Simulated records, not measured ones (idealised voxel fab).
The following process module bears the name voxel transistor to metal.
Cross-section cut spans 150 nm and uses square cells 5 nm in size.
Square cells in a grid make up a cross-section in this document, and the grid is given as bands, listed from the top down, each one or more rows of cells.
Look at the band entry: it leads with the top's height and the bottom's height in nm. Then it lists the materials left to right, with a width in nm for each. The word "throughout" on a single material says that material fills the band edge to edge. The word "blank" is empty space.
We count height from 0. Below that, the starting wafer is all one material. The lowest band never ends at the bottom but goes on down; see "0 down" for how that is written.
Per-row width for "30->40": begins at first number (top row of band), ends at second number (bottom row), increment between rows held constant.
No cell of the cross-section changed in a step that is given as "stayed the same".
Closed empty spaces (no open way to the top) of 8 cells or more are what "Unvented internal voids" lists, each as width x height at distance from the left edge, nm for all three.
Text after the settings on a step's line: the simulator's own remark on that step.
Among the settings permitted on a step's line is "overlay nm"; applied to a step with a mask, it specifies the extent to which the mask lay to the right of its planned position, whereas a negative figure signifies a position to the left.

So here's the lineup of process steps we planned:
step 1: op RECEIVE | material Si
step 2: op OXIDIZE | depth nm 5
step 3: op CONFORMAL_DEP | material SiN | thk nm 10
step 4: op PATTERN | tone cover | mask id ACTIVE | material resist | width nm 120 | thk nm 15 | overlay nm 0
step 5: op DIRECTIONAL_ETCH | etch materials SiN | depth nm 10
step 6: op DIRECTIONAL_ETCH | etch materials SiO2 | depth nm 5
step 7: op DIRECTIONAL_ETCH | etch materials Si | depth nm 35
step 8: op STRIP | etch materials resist
step 9: op FILL_DEP | material SiO2 | thk nm 10
step 10: op CMP | height nm 10
step 11: op SELECTIVE_ETCH | etch materials SiO2 | depth nm 10
step 12: op STRIP | etch materials SiN
step 13: op SELECTIVE_ETCH | etch materials SiO2 | depth nm 5
step 14: op OXIDIZE | depth nm 5
step 15: op DIRECTIONAL_DEP | material polySi | thk nm 20
step 16: op DIRECTIONAL_DEP | material SiCN | thk nm 15
step 17: op MASKED_ETCH | tone cover | mask id GATE | width nm 30 | etch materials SiCN | depth nm 25 | overlay nm 0
step 18: op MASKED_ETCH | tone cover | mask id GATE | width nm 30 | etch materials polySi | depth nm 30 | overlay nm 0
step 19: op CONFORMAL_DEP | material SiO2 | thk nm 5
step 20: op DIRECTIONAL_ETCH | etch materials SiO2 | depth nm 5
step 21: op CONFORMAL_DEP | material SiN | thk nm 10
step 22: op DIRECTIONAL_ETCH | etch materials SiN | depth nm 10
step 23: op DIRECTIONAL_ETCH | etch materials SiO2 | depth nm 5
step 24: op DIRECTIONAL_ETCH | etch materials Si | depth nm 5
step 25: op EPI | material nSi | thk nm 5
step 26: op FILL_DEP | material SiO2 | thk nm 5
step 27: op CMP | height nm 15
step 28: op STRIP | etch materials polySi
step 29: op SELECTIVE_ETCH | etch materials SiO2 | depth nm 5
step 30: op CONFORMAL_DEP | material HfO2 | thk nm 5
step 31: op CONFORMAL_DEP | material TiN | thk nm 5
step 32: op FILL_DEP | material W | thk nm 5
step 33: op CMP | height nm 10
step 34: op DIRECTIONAL_DEP | material SiO2 | thk nm 15
step 35: op PATTERN | tone open | mask id CONTACT | material resist | width nm 20 | pitch nm 90 | thk nm 15 | overlay nm 0
step 36: op DIRECTIONAL_ETCH | etch materials SiO2 | depth nm 35
step 37: op STRIP | etch materials resist
step 38: op CONFORMAL_DEP | material TiN | thk nm 5
step 39: op FILL_DEP | material W | thk nm 10
step 40: op CMP | height nm 25
step 41: op CONFORMAL_DEP | material SiCN | thk nm 5
step 42: op DIRECTIONAL_DEP | material lowk | thk nm 25
step 43: op MASKED_ETCH | tone open | mask id METAL_1 | width nm 20 | pitch nm 90 | etch materials lowk | depth nm 25 | overlay nm 0
step 44: op MASKED_ETCH | tone open | mask id METAL_1 | width nm 20 | pitch nm 90 | etch materials SiCN | depth nm 5 | overlay nm 0
step 45: op CONFORMAL_DEP | material TiN | thk nm 5
step 46: op FILL_DEP | material Cu | thk nm 10
step 47: op CMP | height nm 55
step 48: op CONFORMAL_DEP | material SiCN | thk nm 5
step 49: op DIRECTIONAL_DEP | material lowk | thk nm 25
step 50: op DIRECTIONAL_DEP | material aC | thk nm 10
step 51: op PATTERN | tone open | mask id METAL_2 | material resist | width nm 20 | pitch nm 90 | thk nm 30 | overlay nm 0
step 52: op DIRECTIONAL_ETCH | etch materials aC | depth nm 10
step 53: op STRIP | etch materials resist
step 54: op DIRECTIONAL_ETCH | etch materials lowk | depth nm 15
step 55: op STRIP | etch materials aC
step 56: op DIRECTIONAL_DEP | material aC | thk nm 15
step 57: op PATTERN | tone open | mask id METAL_2_HOLES | material resist | width nm 15 | pitch nm 90 | thk nm 30 | overlay nm 0
step 58: op DIRECTIONAL_ETCH | etch materials aC | depth nm 15
step 59: op STRIP | etch materials resist
step 60: op DIRECTIONAL_ETCH | etch materials lowk | depth nm 10
step 61: op DIRECTIONAL_ETCH | etch materials SiCN | depth nm 5
step 62: op STRIP | etch materials aC
step 63: op CONFORMAL_DEP | material TiN | thk nm 5
step 64: op FILL_DEP | material Ru | thk nm 10
step 65: op CMP | height nm 85
step 66: op CONFORMAL_DEP | material SiN | thk nm 5
The plan shows the thk nm of step 30 as the first wafer had it; this setting differs between the wafers, which start out alike.

As-received cross-section, first of several wafers, post step 1:
0 down: Si throughout
Unvented internal voids: none

Here is the cross-section of the first of several wafers at the end of the module, after its last step, step 66:
90 to 85: SiN throughout
85 to 75: lowk: 20, then TiN: 5, then Ru: 10, then TiN: 5, then lowk: 70, then TiN: 5, then Ru: 10, then TiN: 5, then lowk: 20
75 to 70: lowk: 20, then TiN: 5, then Ru: 5, then TiN: 10, then lowk: 70, then TiN: 5, then Ru: 5, then TiN: 10, then lowk: 20
70 to 60: lowk: 20, then TiN: 5, then Ru: 5, then TiN: 5, then lowk: 75, then TiN: 5, then Ru: 5, then TiN: 5, then lowk: 25
60 to 55: SiCN: 20, then TiN: 15, then SiCN: 75, then TiN: 15, then SiCN: 25
55 to 30: lowk: 20, then TiN: 5, then Cu: 10, then TiN: 5, then lowk: 70, then TiN: 5, then Cu: 10, then TiN: 5, then lowk: 20
30 to 25: SiCN: 20, then TiN: 20, then SiCN: 70, then TiN: 20, then SiCN: 20
25 to 10: SiO2: 20, then TiN: 5, then W: 10, then TiN: 5, then SiO2: 70, then TiN: 5, then W: 10, then TiN: 5, then SiO2: 20
10 to 0: SiO2: 20, then TiN: 5, then W: 10, then TiN: 5, then SiO2: 5, then SiN: 10, then HfO2: 5, then TiN: 5, then W: 20, then TiN: 5, then HfO2: 5, then SiN: 10, then SiO2: 5, then TiN: 5, then W: 10, then TiN: 5, then SiO2: 20
0 to -5: SiO2: 20, then TiN: 5, then W: 10, then TiN: 5, then SiO2: 5, then SiN: 10, then HfO2: 5, then TiN: 30, then HfO2: 5, then SiN: 10, then SiO2: 5, then TiN: 5, then W: 10, then TiN: 5, then SiO2: 20
-5 to -10: SiO2: 20, then TiN: 20, then nSi: 5, then SiO2: 10, then HfO2: 40, then SiO2: 10, then nSi: 5, then TiN: 20, then SiO2: 20
-10 to -15: SiO2: 15, then nSi: 30, then Si: 60, then nSi: 30, then SiO2: 15
-15 to -40: SiO2: 15, then Si: 120, then SiO2: 15
-40 down: Si throughout
Unvented internal voids: none

Final wafer cross-section at module end:
90 to 85: SiN throughout
85 to 75: lowk: 20, then TiN: 5, then Ru: 10, then TiN: 5, then lowk: 70, then TiN: 5, then Ru: 10, then TiN: 5, then lowk: 20
75 to 70: lowk: 20, then TiN: 5, then Ru: 5, then TiN: 10, then lowk: 70, then TiN: 5, then Ru: 5, then TiN: 10, then lowk: 20
70 to 60: lowk: 20, then TiN: 5, then Ru: 5, then TiN: 5, then lowk: 75, then TiN: 5, then Ru: 5, then TiN: 5, then lowk: 25
60 to 55: SiCN: 20, then TiN: 15, then SiCN: 75, then TiN: 15, then SiCN: 25
55 to 30: lowk: 20, then TiN: 5, then Cu: 10, then TiN: 5, then lowk: 70, then TiN: 5, then Cu: 10, then TiN: 5, then lowk: 20
30 to 25: SiCN: 20, then TiN: 20, then SiCN: 70, then TiN: 20, then SiCN: 20
25 to 10: SiO2: 20, then TiN: 5, then W: 10, then TiN: 5, then SiO2: 70, then TiN: 5, then W: 10, then TiN: 5, then SiO2: 20
10 to -5: SiO2: 20, then TiN: 5, then W: 10, then TiN: 5, then SiO2: 5, then SiN: 10, then HfO2: 40, then SiN: 10, then SiO2: 5, then TiN: 5, then W: 10, then TiN: 5, then SiO2: 20
-5 to -10: SiO2: 20, then TiN: 20, then nSi: 5, then SiO2: 10, then HfO2: 40, then SiO2: 10, then nSi: 5, then TiN: 20, then SiO2: 20
-10 to -15: SiO2: 15, then nSi: 30, then Si: 60, then nSi: 30, then SiO2: 15
-15 to -40: SiO2: 15, then Si: 120, then SiO2: 15
-40 down: Si throughout
Unvented internal voids: none

Below, a row for every wafer. Read it as the end-of-module picture: for each material the wafer shows its cells gained (+) or lost (-) since it was received, and then its closed voids:
thk nm 5; +20 Cu; +14 HfO2; +14 Ru; -108 Si; +46 SiCN; +42 SiN; +144 SiO2; +98 TiN; +32 W; +224 lowk; +14 nSi; Unvented internal voids: none
thk nm 10; +20 Cu; +24 HfO2; +14 Ru; -108 Si; +46 SiCN; +42 SiN; +144 SiO2; +94 TiN; +26 W; +224 lowk; +14 nSi; Unvented internal voids: none
thk nm 15; +20 Cu; +30 HfO2; +14 Ru; -108 Si; +46 SiCN; +42 SiN; +144 SiO2; +90 TiN; +24 W; +224 lowk; +14 nSi; Unvented internal voids: none
thk nm 20; +20 Cu; +32 HfO2; +14 Ru; -108 Si; +46 SiCN; +42 SiN; +144 SiO2; +88 TiN; +24 W; +224 lowk; +14 nSi; Unvented internal voids: none
